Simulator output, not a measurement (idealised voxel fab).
This is a process module. Its name is voxel self aligned contacts.
Section cut is 205 nm wide and gridded with 5 nm square cells.
Cross-section layout: square cells on a grid; listed as bands, top to bottom; a band spans one or more cell rows.
Basically the band line says how high the top is and how high the bottom is, in nm, and then what's in it from left to right, every material with its width in nm. Empty space shows up as "blank", and if a single material carries "edge to edge" it runs the full band edge to edge.
Where do heights start? At 0: under that level the wafer as delivered is made of one material only. And the lowest band has no floor; it just carries on downward, as in "0 -> down".
Width spec "30 to 40" -> top row of cells at first value, bottom row at second value, equal per-row change in between.
Take "remained unchanged" at face value: in the step it is given for, the cross-section changed in none of its cells.
For the entry "Enclosed cavities", the listed items are empty spaces with no open way to the top whose size is 8 cells or more; each item follows the pattern width x height at distance, where distance is from the left edge and all three are in nm.
Step line, after settings: the simulator's comment on this step.
"overlay nm", when on a step's line for a step with a mask, measures how far to the right of its planned place the mask lay; a negative measure means to the left.
Here's what the planned process steps look like:
1) RECEIVE: material Si
2) CONFORMAL_DEP: material SiO2, thk nm 5
3) DIRECTIONAL_DEP: material polySi, thk nm 20
4) DIRECTIONAL_DEP: material SiN, thk nm 20
5) MASKED_ETCH: tone cover, mask id GATE, width nm 25, pitch nm 50, etch materials SiN, depth nm 20, overlay nm 0
6) MASKED_ETCH: tone cover, mask id GATE, width nm 15, pitch nm 50, etch materials polySi, depth nm 20, overlay nm 0
7) CONFORMAL_DEP: material SiN, thk nm 5
8) DIRECTIONAL_ETCH: etch materials SiN, depth nm 5
9) FILL_DEP: material SiO2, thk nm 15
10) CMP: height nm 50
11) PATTERN: tone open, mask id CONTACT, material resist, width nm 35, pitch nm 50, thk nm 15, overlay nm 0
12) DIRECTIONAL_ETCH: etch materials SiO2, depth nm 50
13) STRIP: etch materials resist
14) CONFORMAL_DEP: material TiN, thk nm 5
15) FILL_DEP: material W, thk nm 10
16) CMP: height nm 50
17) CONFORMAL_DEP: material SiCN, thk nm 5
Where the wafers of this document differ is in the width nm of step 6; they start out the same, and the plan states the value that applied to the first wafer.
Here's the first of the wafers in cross-section, just as we got it, i.e. after step 1:
	0 -> down = Si edge to edge
	Enclosed cavities: none
Where each wafer stands at the end of the module, a row apiece: cells of each material gained (+) or lost (-) since it was received, then closed voids:
width nm 15; +41 SiCN; +108 SiN; +174 SiO2; +50 TiN; +18 W; +60 polySi; Enclosed cavities: none
width nm 20; +41 SiCN; +108 SiN; +174 SiO2; +50 TiN; +18 W; +60 polySi; Enclosed cavities: none
width nm 25; +41 SiCN; +108 SiN; +174 SiO2; +50 TiN; +18 W; +60 polySi; Enclosed cavities: none
width nm 30; +41 SiCN; +108 SiN; +172 SiO2; +50 TiN; +8 W; +72 polySi; Enclosed cavities: none
width nm 35; +41 SiCN; +108 SiN; +170 SiO2; +40 TiN; +8 W; +84 polySi; Enclosed cavities: none
